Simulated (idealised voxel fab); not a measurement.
Title: Process Module voxel self aligned contacts
This is section cut - it's 300 nm across, gridded in 5 nm square cells.
For the purposes of this document, a cross-section shall be understood as a grid of square cells, specified as bands listed in top-to-bottom order, each band consisting of one or more rows of cells. It is stipulated that each band's entry specify, in nanometres, the height of the top of the band and then that of its bottom, followed by the materials of the band in left-to-right sequence, each together with its width in nanometres. A single material marked by the word "throughout" is understood to fill the band from edge to edge; the word "air" is understood to denote empty space. Below 0: as-received wafer, all one material; heights counted from there. Lowest band: no bottom, goes on down, written "0 down". Read "30 to 40" as a graded width: first number on top, second number at the bottom, same change between each pair of neighbouring rows. "no alterations made", as given for a step, is the statement that not any cell of the cross-section underwent a change during that step. Entry "Closed voids list". Content: empty spaces with no open connection to the top, size 8 cells or greater. Each: width x height at distance. Distance: from left edge. Unit: nm. On a step's line, text after the settings is the simulator commenting on that step. "overlay nm", when on a step's line for a step with a mask, measures how far to the right of its planned place the mask lay; a negative measure means to the left.
## Steps planned for the process
1: RECEIVE with material Si
2: CONFORMAL_DEP with material SiO2, thk nm 5
3: DIRECTIONAL_DEP with material polySi, thk nm 20
4: DIRECTIONAL_DEP with material SiN, thk nm 20
5: MASKED_ETCH with tone cover, mask id GATE, width nm 35, pitch nm 60, etch materials SiN, depth nm 20, overlay nm 0
6: MASKED_ETCH with tone cover, mask id GATE, width nm 35, pitch nm 60, etch materials polySi, depth nm 20, overlay nm 0
7: CONFORMAL_DEP with material SiN, thk nm 5
8: DIRECTIONAL_ETCH with etch materials SiN, depth nm 5
9: FILL_DEP with material SiO2, thk nm 15
10: CMP with height nm 50
11: PATTERN with tone open, mask id CONTACT, material resist, width nm 45, thk nm 15, overlay nm 0
12: DIRECTIONAL_ETCH with etch materials SiO2, depth nm 50
13: STRIP with etch materials resist
14: CONFORMAL_DEP with material TiN, thk nm 5
15: FILL_DEP with material W, thk nm 10
16: CMP with height nm 50
17: CONFORMAL_DEP with material SiN, thk nm 5
## Cross-section of the wafer upon arrival, representing the state reached after step 1
* 0 down: Si throughout
* Closed voids list: none
## The first of the two wafers as seen in cross-section once the module was finished; processing followed the plan
* 55 to 50: SiN throughout
* 50 to 45: SiO2 (125)  TiN (20)  W (5)  TiN (20)  SiO2 (130)
* 45 to 25: SiO2 (95)  SiN (45)  TiN (5)  W (5)  TiN (5)  SiN (45)  SiO2 (100)
* 25 to 5: SiO2 (95)  SiN (5)  polySi (35)  SiN (5)  TiN (5)  W (5)  TiN (5)  SiN (5)  polySi (35)  SiN (5)  SiO2 (100)
* 5 to 0: SiO2 (140)  TiN (15)  SiO2 (145)
* 0 down: Si throughout
* Closed voids list: none
## Wafer two (of two), end-of-module cross-section: start = wafer one, plan = wafer one, one run mistake
* 55 to 50: SiN throughout
* 50 to 45: W (90)  TiN (35)  SiO2 (45)  TiN (35)  W (95)
* 45 to 25: W (90)  TiN (5)  SiN (45)  SiO2 (15)  SiN (45)  TiN (5)  W (95)
* 25 to 5: W (90)  TiN (5)  SiN (5)  polySi (35)  SiN (5)  SiO2 (15)  SiN (5)  polySi (35)  SiN (5)  TiN (5)  W (95)
* 5 to 0: TiN (95)  SiO2 (105)  TiN (100)
* 0 down: Si throughout
* Closed voids list: none
So what did we get wrong on this run? so step 11 ended up running with a different setting than we planned, it ran as PATTERN with tone cover, mask id CONTACT, material resist, width nm 45, thk nm 15, overlay nm 0
Materials where the second wafer ends with more or fewer cells than the first: 366 fewer of SiO2, 42 more of TiN, 324 more of W
